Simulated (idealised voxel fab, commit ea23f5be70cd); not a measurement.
process module | voxel plated lines
cross-section cut | 240 nm wide | cells 5 nm
A cross-section is a grid of square cells, given in bands from the top down. A band is one or more rows of cells.
Each band's line starts with the height of the band's top and of its bottom, in nm. Then come its materials from left to right, each with its width in nm. One material with "throughout" fills the band from edge to edge. "air" is empty space.
Height 0 is the level under which the wafer as received is all one material. The lowest band goes on downwards, as in "0 down".
A width such as "30 to 40" changes by the same amount from each row of cells to the next, from the band's top row to its bottom row.
"no change" after a step means that no cell of the cross-section changed.
closed voids: empty space of 8 cells or more with no open way to the top, each as width x height at its distance from the left edge, in nm
after a step's settings: what the simulator itself notes on the step
overlay nm, on a step with a mask: how far to the right of its planned place the mask lay; to the left if negative
plan
1 op RECEIVE | material Si
2 op CONFORMAL_DEP | material SiO2 | thk nm 5
3 op DIRECTIONAL_DEP | material TiN | thk nm 5
4 op PATTERN | tone open | mask id LINES | material resist | width nm 30 | pitch nm 45 | thk nm 35 | overlay nm 0
5 op EPI | material Ru | thk nm 10
6 op EPI | material Ru | thk nm 10
7 op EPI | material Ru | thk nm 10
8 op STRIP | etch materials resist
9 op DIRECTIONAL_ETCH | etch materials TiN | depth nm 5
10 op CONFORMAL_DEP | material SiCN | thk nm 5
first wafer, as planned
as received, after step 1
  0 down: Si throughout
  closed voids: none
after step 2
  5 to 0: SiO2 throughout
  below 0: unchanged
after step 3
  10 to 5: TiN throughout
  below 5: unchanged
after step 4
  45 to 10: resist 60 | air 30 | resist 15 | air 30 | resist 15 | air 30 | resist 60
  below 10: unchanged
after step 5
  45 to 20: resist 60 | air 30 | resist 15 | air 30 | resist 15 | air 30 | resist 60
  20 to 10: resist 60 | Ru 30 | resist 15 | Ru 30 | resist 15 | Ru 30 | resist 60
  below 10: unchanged
after step 6
  45 to 30: resist 60 | air 30 | resist 15 | air 30 | resist 15 | air 30 | resist 60
  30 to 10: resist 60 | Ru 30 | resist 15 | Ru 30 | resist 15 | Ru 30 | resist 60
  below 10: unchanged
after step 7
  45 to 40: resist 60 | air 30 | resist 15 | air 30 | resist 15 | air 30 | resist 60
  40 to 10: resist 60 | Ru 30 | resist 15 | Ru 30 | resist 15 | Ru 30 | resist 60
  below 10: unchanged
after step 8
  40 to 10: air 60 | Ru 30 | air 15 | Ru 30 | air 15 | Ru 30 | air 60
  below 10: unchanged
after step 9
  40 to 10: air 60 | Ru 30 | air 15 | Ru 30 | air 15 | Ru 30 | air 60
  10 to 5: air 60 | TiN 30 | air 15 | TiN 30 | air 15 | TiN 30 | air 60
  below 5: unchanged
after step 10
  45 to 40: air 55 | SiCN 40 | air 5 | SiCN 40 | air 5 | SiCN 40 | air 55
  40 to 10: air 55 | SiCN 5 | Ru 30 | SiCN 5 | air 5 | SiCN 5 | Ru 30 | SiCN 5 | air 5 | SiCN 5 | Ru 30 | SiCN 5 | air 55
  10 to 5: SiCN 60 | TiN 30 | SiCN 15 | TiN 30 | SiCN 15 | TiN 30 | SiCN 60
  below 5: unchanged
second wafer: like start, like plan, one mistake. Through step 3 it matches the first wafer
when step 4 should have ended
  45 to 10: air 60 | resist 30 | air 15 | resist 30 | air 15 | resist 30 | air 60
  below 10: unchanged
when step 5 should have ended
  45 to 20: air 60 | resist 30 | air 15 | resist 30 | air 15 | resist 30 | air 60
  20 to 10: Ru 60 | resist 30 | Ru 15 | resist 30 | Ru 15 | resist 30 | Ru 60
  below 10: unchanged
when step 6 should have ended
  45 to 30: air 60 | resist 30 | air 15 | resist 30 | air 15 | resist 30 | air 60
  30 to 10: Ru 60 | resist 30 | Ru 15 | resist 30 | Ru 15 | resist 30 | Ru 60
  below 10: unchanged
when step 7 should have ended
  45 to 40: air 60 | resist 30 | air 15 | resist 30 | air 15 | resist 30 | air 60
  40 to 10: Ru 60 | resist 30 | Ru 15 | resist 30 | Ru 15 | resist 30 | Ru 60
  below 10: unchanged
when step 8 should have ended
  40 to 10: Ru 60 | air 30 | Ru 15 | air 30 | Ru 15 | air 30 | Ru 60
  below 10: unchanged
when step 9 should have ended
  40 to 10: Ru 60 | air 30 | Ru 15 | air 30 | Ru 15 | air 30 | Ru 60
  10 to 5: TiN 60 | air 30 | TiN 15 | air 30 | TiN 15 | air 30 | TiN 60
  below 5: unchanged
when step 10 should have ended
  45 to 40: SiCN 65 | air 20 | SiCN 25 | air 20 | SiCN 25 | air 20 | SiCN 65
  40 to 10: Ru 60 | SiCN 5 | air 20 | SiCN 5 | Ru 15 | SiCN 5 | air 20 | SiCN 5 | Ru 15 | SiCN 5 | air 20 | SiCN 5 | Ru 60
  10 to 5: TiN 60 | SiCN 30 | TiN 15 | SiCN 30 | TiN 15 | SiCN 30 | TiN 60
  below 5: unchanged
what went wrong: step 4 ran as: op PATTERN | tone cover | mask id LINES | material resist | width nm 30 | pitch nm 45 | thk nm 35 | overlay nm 0
at the end the second wafer has, in cells: 72 more of Ru | 12 more of TiN
